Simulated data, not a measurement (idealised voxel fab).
The following is a process module called voxel ribs on slabs.
Square cells of 5 nm make up the cross-section cut, whose width is 250 nm.
Cross-section = grid of square cells, listed top down in bands; band = one or more rows. Band: top height; bottom height; in nm. Then, left to right: material with width in nm, for each material. "throughout": a single material spanning edge to edge. "air": empty space. Basically, 0 is our baseline, since under it the wafer straight out of the box is all one material. The bottom band has no lower end and keeps on going down, so it looks like "0 and below". Note: "30->40" means the width goes from the first number (top row of the band) to the second number (bottom row) in equal steps per row of cells. "no modification", as given for a step, is the statement that not any cell of the cross-section underwent a change during that step. In "Cavities, sealed" the enclosed voids are listed, meaning empty spaces of 8 cells or larger without any opening to the top. The form is width x height at distance, distance from the left edge, units nm. Formally, on a step line, whatever follows the settings is a remark that the simulator itself makes on the step. The optional step-line setting "overlay nm" applies to steps with a mask and quantifies how far to the right of its planned location the mask lay, a negative value indicating leftward placement.
# The planned process steps are enumerated hereunder
1: RECEIVE | material Si
2: DIRECTIONAL_DEP | material SiO2 | thk nm 30
3: DIRECTIONAL_DEP | material polySi | thk nm 20
4: PATTERN | tone cover | mask id RIB | material resist | width nm 30 | thk nm 15 | overlay nm 0
5: DIRECTIONAL_ETCH | etch materials polySi | depth nm 5
6: STRIP | etch materials resist
7: PATTERN | tone cover | mask id SLAB | material resist | width nm 80 | thk nm 15 | overlay nm 0
8: DIRECTIONAL_ETCH | etch materials polySi | depth nm 15
9: STRIP | etch materials resist
10: FILL_DEP | material SiO2 | thk nm 15
11: CMP | height nm 60
12: DIRECTIONAL_DEP | material W | thk nm 10
13: PATTERN | tone cover | mask id HEATER | material resist | width nm 40 | thk nm 20 | overlay nm 0
14: DIRECTIONAL_ETCH | etch materials W | depth nm 10
15: STRIP | etch materials resist
16: CONFORMAL_DEP | material SiO2 | thk nm 5
Wafers differ in thk nm at step 16; plan lists the first wafer's value; identical starting state.
# First wafer of several, as received: cross-section after step 1
	0 and below  Si throughout
	Cavities, sealed: none
# Per-wafer rows below. For each material: cells gained (+) or lost (-) since the wafer was received, as of end of module. Then: closed voids
thk nm 5, +600 SiO2, +16 W, +54 polySi, Cavities, sealed: none
thk nm 10, +654 SiO2, +16 W, +54 polySi, Cavities, sealed: none
thk nm 15, +708 SiO2, +16 W, +54 polySi, Cavities, sealed: none
thk nm 20, +762 SiO2, +16 W, +54 polySi, Cavities, sealed: none
